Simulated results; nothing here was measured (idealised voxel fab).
voxel capacitor over wiring: a process module
This is section cut - it's 230 nm across, gridded in 5 nm square cells.
If you're reading a cross-section in this doc, picture square cells in a grid; it comes to you as bands, top ones listed first down to the bottom, and a band can be one or more rows of cells. For a band, the entry starts with two heights in nm, that of the top and then that of the bottom, and carries on with the band's materials in order from left to right, each alongside its width in nm; the word "everywhere" beside a single material means it fills the band edge to edge, and "air" means empty space. Measure heights from 0. That's the level where, below it, the as-received wafer is all one material. The lowest band is bottomless and extends downward; write it as in "0 and below". A width such as "30->40" changes by the same amount from each row of cells to the next, from the band's top row to its bottom row. "remained the same", as given for a step, is the statement that not any cell of the cross-section underwent a change during that step. The entry titled "Encapsulated voids" provides the empty spaces that have no open way to the top, restricted to those of 8 cells or more. Each is presented as width x height at distance, the distance being measured from the left edge, with all three in nm. Whatever follows a step's settings on its line is a remark the simulator itself makes about that step. On any step carrying a mask, the "overlay nm" setting, if present on the step's line, tells how far right of its planned place the mask lay; negative values point to the left.
[Planned step list for the process]
1) RECEIVE with material Si
2) CONFORMAL_DEP with material SiO2, thk nm 15
3) DIRECTIONAL_DEP with material TiN, thk nm 5
4) DIRECTIONAL_DEP with material Ru, thk nm 20
5) PATTERN with tone cover, mask id METAL_1, material resist, width nm 30, pitch nm 80, thk nm 20, overlay nm 0
6) DIRECTIONAL_ETCH with etch materials Ru, depth nm 20
7) DIRECTIONAL_ETCH with etch materials TiN, depth nm 5
8) STRIP with etch materials resist
9) CONFORMAL_DEP with material SiN, thk nm 5
10) FILL_DEP with material lowk, thk nm 10
11) CMP with height nm 40
12) CONFORMAL_DEP with material SiCN, thk nm 5
13) DIRECTIONAL_DEP with material lowk, thk nm 15
14) MASKED_ETCH with tone open, mask id PLUG_1, width nm 15, etch materials lowk, depth nm 15, overlay nm 0
15) MASKED_ETCH with tone open, mask id PLUG_1, width nm 15, etch materials SiCN, depth nm 5, overlay nm 0
16) CONFORMAL_DEP with material TiN, thk nm 5
17) FILL_DEP with material W, thk nm 5
18) CMP with height nm 60
19) DIRECTIONAL_DEP with material TiN, thk nm 5
20) DIRECTIONAL_DEP with material HfO2, thk nm 5
21) DIRECTIONAL_DEP with material TiN, thk nm 5
22) PATTERN with tone cover, mask id UPPER_PLATE, material resist, width nm 55, thk nm 20, overlay nm 0
23) DIRECTIONAL_ETCH with etch materials TiN, depth nm 5
24) DIRECTIONAL_ETCH with etch materials HfO2, depth nm 5
25) STRIP with etch materials resist
26) DIRECTIONAL_DEP with material aC, thk nm 15
27) PATTERN with tone cover, mask id LOWER_PLATE, material resist, width nm 65, thk nm 30, overlay nm 0
28) DIRECTIONAL_ETCH with etch materials aC, depth nm 15
29) STRIP with etch materials resist
30) DIRECTIONAL_ETCH with etch materials TiN, depth nm 5
31) STRIP with etch materials aC
32) FILL_DEP with material SiO2, thk nm 15
33) CMP with height nm 85
34) DIRECTIONAL_DEP with material aC, thk nm 10
35) PATTERN with tone open, mask id PLUG_2, material resist, width nm 15, thk nm 30, overlay nm 0
36) DIRECTIONAL_ETCH with etch materials aC, depth nm 10
37) STRIP with etch materials resist
38) DIRECTIONAL_ETCH with etch materials SiO2, depth nm 10
39) STRIP with etch materials aC
40) CONFORMAL_DEP with material TiN, thk nm 5
41) FILL_DEP with material W, thk nm 10
42) CMP with height nm 85
43) CONFORMAL_DEP with material SiCN, thk nm 5
[What follows covers the first of two wafers; it ran as planned]
[Step 1 complete: cross-section of the wafer as received]
	0 and below  Si everywhere
	Encapsulated voids: none
[State of the wafer after step 2, shown in cross-section]
	15 down to 0  SiO2 everywhere
	All layers under 0 are left as they were.
[State of the wafer after step 3, shown in cross-section]
	20 down to 15  TiN everywhere
	All layers under 15 are left as they were.
[State of the wafer after step 4, shown in cross-section]
	40 down to 20  Ru everywhere
	All layers under 20 are left as they were.
[State of the wafer after step 5, shown in cross-section]
	60 down to 40  air: 60; resist: 30; air: 50; resist: 30; air: 60
	All layers under 40 are left as they were.
[State of the wafer after step 6, shown in cross-section]
	60 down to 40  air: 60; resist: 30; air: 50; resist: 30; air: 60
	40 down to 20  air: 60; Ru: 30; air: 50; Ru: 30; air: 60
	All layers under 20 are left as they were.
[State of the wafer after step 7, shown in cross-section]
	60 down to 40  air: 60; resist: 30; air: 50; resist: 30; air: 60
	40 down to 20  air: 60; Ru: 30; air: 50; Ru: 30; air: 60
	20 down to 15  air: 60; TiN: 30; air: 50; TiN: 30; air: 60
	All layers under 15 are left as they were.
[State of the wafer after step 8, shown in cross-section]
	40 down to 20  air: 60; Ru: 30; air: 50; Ru: 30; air: 60
	All layers under 20 are left as they were.
[State of the wafer after step 9, shown in cross-section]
	45 down to 40  air: 55; SiN: 40; air: 40; SiN: 40; air: 55
	40 down to 20  air: 55; SiN: 5; Ru: 30; SiN: 5; air: 40; SiN: 5; Ru: 30; SiN: 5; air: 55
	20 down to 15  SiN: 60; TiN: 30; SiN: 50; TiN: 30; SiN: 60
	All layers under 15 are left as they were.
[State of the wafer after step 10, shown in cross-section]
	55 down to 45  lowk everywhere
	45 down to 40  lowk: 55; SiN: 40; lowk: 40; SiN: 40; lowk: 55
	40 down to 20  lowk: 55; SiN: 5; Ru: 30; SiN: 5; lowk: 40; SiN: 5; Ru: 30; SiN: 5; lowk: 55
	All layers under 20 are left as they were.
[State of the wafer after step 11, shown in cross-section]
	40 down to 20  lowk: 55; SiN: 5; Ru: 30; SiN: 5; lowk: 40; SiN: 5; Ru: 30; SiN: 5; lowk: 55
	All layers under 20 are left as they were.
[State of the wafer after step 12, shown in cross-section]
	45 down to 40  SiCN everywhere
	All layers under 40 are left as they were.
[State of the wafer after step 13, shown in cross-section]
	60 down to 45  lowk everywhere
	All layers under 45 are left as they were.
[State of the wafer after step 14, shown in cross-section]
	60 down to 45  lowk: 75; air: 15; lowk: 140
	All layers under 45 are left as they were.
[State of the wafer after step 15, shown in cross-section]
	60 down to 45  lowk: 75; air: 15; lowk: 140
	45 down to 40  SiCN: 75; air: 15; SiCN: 140
	All layers under 40 are left as they were.
[State of the wafer after step 16, shown in cross-section]
	65 down to 60  TiN: 80; air: 5; TiN: 145
	60 down to 45  lowk: 75; TiN: 5; air: 5; TiN: 5; lowk: 140
	45 down to 40  SiCN: 75; TiN: 15; SiCN: 140
	All layers under 40 are left as they were.
[State of the wafer after step 17, shown in cross-section]
	70 down to 65  W everywhere
	65 down to 60  TiN: 80; W: 5; TiN: 145
	60 down to 45  lowk: 75; TiN: 5; W: 5; TiN: 5; lowk: 140
	All layers under 45 are left as they were.
[State of the wafer after step 18, shown in cross-section]
	60 down to 45  lowk: 75; TiN: 5; W: 5; TiN: 5; lowk: 140
	All layers under 45 are left as they were.
[State of the wafer after step 19, shown in cross-section]
	65 down to 60  TiN everywhere
	All layers under 60 are left as they were.
[State of the wafer after step 20, shown in cross-section]
	70 down to 65  HfO2 everywhere
	All layers under 65 are left as they were.
[State of the wafer after step 21, shown in cross-section]
	75 down to 70  TiN everywhere
	All layers under 70 are left as they were.
[State of the wafer after step 22, shown in cross-section]
	95 down to 75  air: 75; resist: 55; air: 100
	All layers under 75 are left as they were.
[State of the wafer after step 23, shown in cross-section]
	95 down to 75  air: 75; resist: 55; air: 100
	75 down to 70  air: 75; TiN: 55; air: 100
	All layers under 70 are left as they were.
[State of the wafer after step 24, shown in cross-section]
	95 down to 75  air: 75; resist: 55; air: 100
	75 down to 70  air: 75; TiN: 55; air: 100
	70 down to 65  air: 75; HfO2: 55; air: 100
	All layers under 65 are left as they were.
[State of the wafer after step 25, shown in cross-section]
	75 down to 70  air: 75; TiN: 55; air: 100
	All layers under 70 are left as they were.
[State of the wafer after step 26, shown in cross-section]
	90 down to 80  air: 75; aC: 55; air: 100
	80 down to 75  aC everywhere
	75 down to 70  aC: 75; TiN: 55; aC: 100
	70 down to 65  aC: 75; HfO2: 55; aC: 100
	All layers under 65 are left as they were.
[State of the wafer after step 27, shown in cross-section]
	120 down to 90  air: 70; resist: 65; air: 95
	90 down to 80  air: 70; resist: 5; aC: 55; resist: 5; air: 95
	All layers under 80 are left as they were.
[State of the wafer after step 28, shown in cross-section]
	105 down to 90  air: 70; resist: 65; air: 95
	90 down to 80  air: 70; resist: 5; aC: 55; resist: 5; air: 95
	80 down to 75  air: 70; aC: 65; air: 95
	75 down to 70  air: 70; aC: 5; TiN: 55; aC: 5; air: 95
	70 down to 65  air: 70; aC: 5; HfO2: 55; aC: 5; air: 95
	All layers under 65 are left as they were.
[State of the wafer after step 29, shown in cross-section]
	90 down to 80  air: 75; aC: 55; air: 100
	All layers under 80 are left as they were.
[State of the wafer after step 30, shown in cross-section]
	90 down to 80  air: 75; aC: 55; air: 100
	80 down to 75  air: 70; aC: 65; air: 95
	75 down to 70  air: 70; aC: 5; TiN: 55; aC: 5; air: 95
	70 down to 65  air: 70; aC: 5; HfO2: 55; aC: 5; air: 95
	65 down to 60  air: 70; TiN: 65; air: 95
	All layers under 60 are left as they were.
[State of the wafer after step 31, shown in cross-section]
	75 down to 70  air: 75; TiN: 55; air: 100
	70 down to 65  air: 75; HfO2: 55; air: 100
	All layers under 65 are left as they were.
[State of the wafer after step 32, shown in cross-section]
	90 down to 75  SiO2 everywhere
	75 down to 70  SiO2: 75; TiN: 55; SiO2: 100
	70 down to 65  SiO2: 75; HfO2: 55; SiO2: 100
	65 down to 60  SiO2: 70; TiN: 65; SiO2: 95
	All layers under 60 are left as they were.
[State of the wafer after step 33, shown in cross-section]
	85 down to 75  SiO2 everywhere
	All layers under 75 are left as they were.
[State of the wafer after step 34, shown in cross-section]
	95 down to 85  aC everywhere
	All layers under 85 are left as they were.
[State of the wafer after step 35, shown in cross-section]
	125 down to 95  resist: 85; air: 15; resist: 130
	All layers under 95 are left as they were.
[State of the wafer after step 36, shown in cross-section]
	115 down to 95  resist: 85; air: 15; resist: 130
	95 down to 85  aC: 85; air: 15; aC: 130
	All layers under 85 are left as they were.
[State of the wafer after step 37, shown in cross-section]
	95 down to 85  aC: 85; air: 15; aC: 130
	All layers under 85 are left as they were.
[State of the wafer after step 38, shown in cross-section]
	95 down to 85  aC: 85; air: 15; aC: 130
	85 down to 75  SiO2: 85; air: 15; SiO2: 130
	All layers under 75 are left as they were.
[State of the wafer after step 39, shown in cross-section]
	85 down to 75  SiO2: 85; air: 15; SiO2: 130
	All layers under 75 are left as they were.
[State of the wafer after step 40, shown in cross-section]
	90 down to 85  TiN: 90; air: 5; TiN: 135
	85 down to 80  SiO2: 85; TiN: 5; air: 5; TiN: 5; SiO2: 130
	80 down to 70  SiO2: 85->75; TiN: 15->55; SiO2: 130->100
	All layers under 70 are left as they were.
[State of the wafer after step 41, shown in cross-section]
	100 down to 90  W everywhere
	90 down to 85  TiN: 90; W: 5; TiN: 135
	85 down to 80  SiO2: 85; TiN: 5; W: 5; TiN: 5; SiO2: 130
	All layers under 80 are left as they were.
[State of the wafer after step 42, shown in cross-section]
	85 down to 80  SiO2: 85; TiN: 5; W: 5; TiN: 5; SiO2: 130
	All layers under 80 are left as they were.
[State of the wafer after step 43, shown in cross-section]
	90 down to 85  SiCN everywhere
	All layers under 85 are left as they were.
[Wafer two: like wafer one in start and plan, but with one mistake in execution; identical up to and including step 34]
[Look at the second wafer in cross-section at the time step 35 ought to have finished]
	125 down to 95  resist: 80; air: 25; resist: 125
	All layers under 95 are left as they were.
[Look at the second wafer in cross-section at the time step 36 ought to have finished]
	115 down to 95  resist: 80; air: 25; resist: 125
	95 down to 85  aC: 80; air: 25; aC: 125
	All layers under 85 are left as they were.
[Look at the second wafer in cross-section at the time step 37 ought to have finished]
	95 down to 85  aC: 80; air: 25; aC: 125
	All layers under 85 are left as they were.
[Look at the second wafer in cross-section at the time step 38 ought to have finished]
	95 down to 85  aC: 80; air: 25; aC: 125
	85 down to 75  SiO2: 80; air: 25; SiO2: 125
	All layers under 75 are left as they were.
[Look at the second wafer in cross-section at the time step 39 ought to have finished]
	85 down to 75  SiO2: 80; air: 25; SiO2: 125
	All layers under 75 are left as they were.
[Look at the second wafer in cross-section at the time step 40 ought to have finished]
	90 down to 85  TiN: 85; air: 15; TiN: 130
	85 down to 80  SiO2: 80; TiN: 5; air: 15; TiN: 5; SiO2: 125
	80 down to 70  SiO2: 80->75; TiN: 25->55; SiO2: 125->100
	All layers under 70 are left as they were.
[Look at the second wafer in cross-section at the time step 41 ought to have finished]
	100 down to 90  W everywhere
	90 down to 85  TiN: 85; W: 15; TiN: 130
	85 down to 80  SiO2: 80; TiN: 5; W: 15; TiN: 5; SiO2: 125
	All layers under 80 are left as they were.
[Look at the second wafer in cross-section at the time step 42 ought to have finished]
	85 down to 80  SiO2: 80; TiN: 5; W: 15; TiN: 5; SiO2: 125
	All layers under 80 are left as they were.
[Look at the second wafer in cross-section at the time step 43 ought to have finished]
	90 down to 85  SiCN everywhere
	All layers under 85 are left as they were.
Deviation noted in wafer processing: heads up, step 35 didn't go per plan, it actually ran as PATTERN with tone open, mask id PLUG_2, material resist, width nm 25, thk nm 30, overlay nm 0
Cell-count delta at end, second wafer over first, by material: SiO2 -4 | TiN +2 | W +2
